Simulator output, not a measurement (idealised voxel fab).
process module | voxel tone inversion
cross-section cut | 300 nm wide | cells 5 nm
A cross-section is a grid of square cells, given in bands from the top down. A band is one or more rows of cells.
Each band's line starts with the height of the band's top and of its bottom, in nm. Then come its materials from left to right, each with its width in nm. One material with "throughout" fills the band from edge to edge. "air" is empty space.
Height 0 is the level under which the wafer as received is all one material. The lowest band goes on downwards, as in "0 down".
A width such as "30 to 40" changes by the same amount from each row of cells to the next, from the band's top row to its bottom row.
"no change" after a step means that no cell of the cross-section changed.
closed voids: empty space of 8 cells or more with no open way to the top, each as width x height at its distance from the left edge, in nm
after a step's settings: what the simulator itself notes on the step
overlay nm, on a step with a mask: how far to the right of its planned place the mask lay; to the left if negative
plan
1 op RECEIVE | material Si
2 op CONFORMAL_DEP | material SiN | thk nm 5
3 op DIRECTIONAL_DEP | material polySi | thk nm 15
4 op PATTERN | tone cover | mask id POSTS | material resist | width nm 15 | pitch nm 40 | thk nm 20 | overlay nm 0
5 op DIRECTIONAL_ETCH | etch materials polySi | depth nm 15
6 op STRIP | etch materials resist
7 op FILL_DEP | material SiO2 | thk nm 10
8 op CMP | height nm 20
9 op STRIP | etch materials polySi
10 op CONFORMAL_DEP | material TiN | thk nm 5
11 op FILL_DEP | material Ru | thk nm 10
12 op CMP | height nm 20
13 op CONFORMAL_DEP | material SiN | thk nm 5
as received, after step 1
  0 down: Si throughout
  closed voids: none
a wafer at the end: this start, this plan, one mistake
  15 to 10: SiN throughout
  10 to 5: SiO2 100 | TiN 15 | SiO2 25 | TiN 15 | SiO2 25 | TiN 15 | SiO2 105
  5 to 0: SiN throughout
  0 down: Si throughout
  closed voids: none
what went wrong: step 12 ran as: op CMP | height nm 10
